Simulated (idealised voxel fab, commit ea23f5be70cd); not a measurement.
This is a process module. Its name is voxel self aligned contacts.
250 nm wide, 5 nm square cells: that's cross-section cut.
A cross-section is a grid of square cells, given in bands from the top down. A band is one or more rows of cells.
Per band: top height and bottom height in nm, followed by the left-to-right materials and their widths in nm; "edge to edge" marks a single material spanning edge to edge, "air" marks empty space.
Basically, 0 is our baseline, since under it the wafer straight out of the box is all one material. The bottom band has no lower end and keeps on going down, so it looks like "0 -> down".
It should be noted that a width expressed as "30..40" varies in equal increments from row to row of cells within the band, taking the value of the first number at the top row and that of the second number at the bottom row.
Take "nothing got changed" at face value: in the step it is given for, the cross-section changed in none of its cells.
"Fully closed voids" contains a list of empty spaces, each no smaller than 8 cells and without an open way to the top, written in the form width x height at distance with the distance from the left edge and all three in nm.
Formally, on a step line, whatever follows the settings is a remark that the simulator itself makes on the step.
Steps that use a mask can have "overlay nm" on their line. It says how far the mask sat to the right of where it was meant to be. Negative means to the left.
**Process steps (planned)**
| 1 | RECEIVE: material Si |
| 2 | CONFORMAL_DEP: material SiO2, thk nm 5 |
| 3 | DIRECTIONAL_DEP: material polySi, thk nm 25 |
| 4 | DIRECTIONAL_DEP: material SiN, thk nm 20 |
| 5 | DIRECTIONAL_DEP: material aC, thk nm 10 |
| 6 | PATTERN: tone cover, mask id GATE, material resist, width nm 35, pitch nm 70, thk nm 30, overlay nm 0 |
| 7 | DIRECTIONAL_ETCH: etch materials aC, depth nm 10 |
| 8 | STRIP: etch materials resist |
| 9 | DIRECTIONAL_ETCH: etch materials SiN, depth nm 20 |
| 10 | DIRECTIONAL_ETCH: etch materials polySi, depth nm 25 |
| 11 | STRIP: etch materials aC |
| 12 | CONFORMAL_DEP: material SiN, thk nm 5 |
| 13 | DIRECTIONAL_ETCH: etch materials SiN, depth nm 5 |
| 14 | FILL_DEP: material SiO2, thk nm 15 |
| 15 | CMP: height nm 60 |
| 16 | DIRECTIONAL_DEP: material aC, thk nm 10 |
| 17 | PATTERN: tone open, mask id CONTACT, material resist, width nm 55, pitch nm 70, thk nm 25, overlay nm 0 |
| 18 | DIRECTIONAL_ETCH: etch materials aC, depth nm 10 |
| 19 | STRIP: etch materials resist |
| 20 | DIRECTIONAL_ETCH: etch materials SiO2, depth nm 60 |
| 21 | STRIP: etch materials aC |
| 22 | CONFORMAL_DEP: material TiN, thk nm 5 |
| 23 | FILL_DEP: material Ru, thk nm 10 |
| 24 | CMP: height nm 60 |
| 25 | CONFORMAL_DEP: material SiN, thk nm 5 |
**Wafer cross-section on receipt, i.e. after step 1**
    0 -> down  Si edge to edge
    Fully closed voids: none
**Run as planned - first of the two wafers cross-sectioned at the end of the module**
    65 -> 60  SiN edge to edge
    60 -> 50  SiO2=60; TiN=5..20; Ru=45..15; TiN=5..20; SiO2=15; TiN=5..20; Ru=45..15; TiN=5..20; SiO2=65
    50 -> 30  SiO2=30; SiN=45; TiN=5; Ru=15; TiN=5; SiN=45; TiN=5; Ru=15; TiN=5; SiN=45; SiO2=35
    30 -> 5  SiO2=30; SiN=5; polySi=35; SiN=5; TiN=5; Ru=15; TiN=5; SiN=5; polySi=35; SiN=5; TiN=5; Ru=15; TiN=5; SiN=5; polySi=35; SiN=5; SiO2=35
    5 -> 0  SiO2=75; TiN=25; SiO2=45; TiN=25; SiO2=80
    0 -> down  Si edge to edge
    Fully closed voids: none
**Wafer two, sectioned after the module: the first wafer's start, the first wafer's plan, and one mistake in how it was run**
    65 -> 60  SiN edge to edge
    60 -> 55  Ru edge to edge
    55 -> 50  Ru=25; TiN=55; Ru=15; TiN=55; Ru=15; TiN=55; Ru=30
    50 -> 30  Ru=25; TiN=5; SiN=45; TiN=5; Ru=15; TiN=5; SiN=45; TiN=5; Ru=15; TiN=5; SiN=45; TiN=5; Ru=30
    30 -> 10  Ru=25; TiN=5; SiN=5; polySi=35; SiN=5; TiN=5; Ru=15; TiN=5; SiN=5; polySi=35; SiN=5; TiN=5; Ru=15; TiN=5; SiN=5; polySi=35; SiN=5; TiN=5; Ru=30
    10 -> 5  TiN=30; SiN=5; polySi=35; SiN=5; TiN=25; SiN=5; polySi=35; SiN=5; TiN=25; SiN=5; polySi=35; SiN=5; TiN=35
    5 -> 0  SiO2 edge to edge
    0 -> down  Si edge to edge
    Fully closed voids: none
Nonconformance to the process plan: not per plan at step 14, really ran FILL_DEP: material aC, thk nm 15
Upon completion, the second wafer contains, in terms of cells, a greater or smaller amount of certain materials than the first wafer: Ru: 125 more; SiO2: 163 fewer; TiN: 38 more
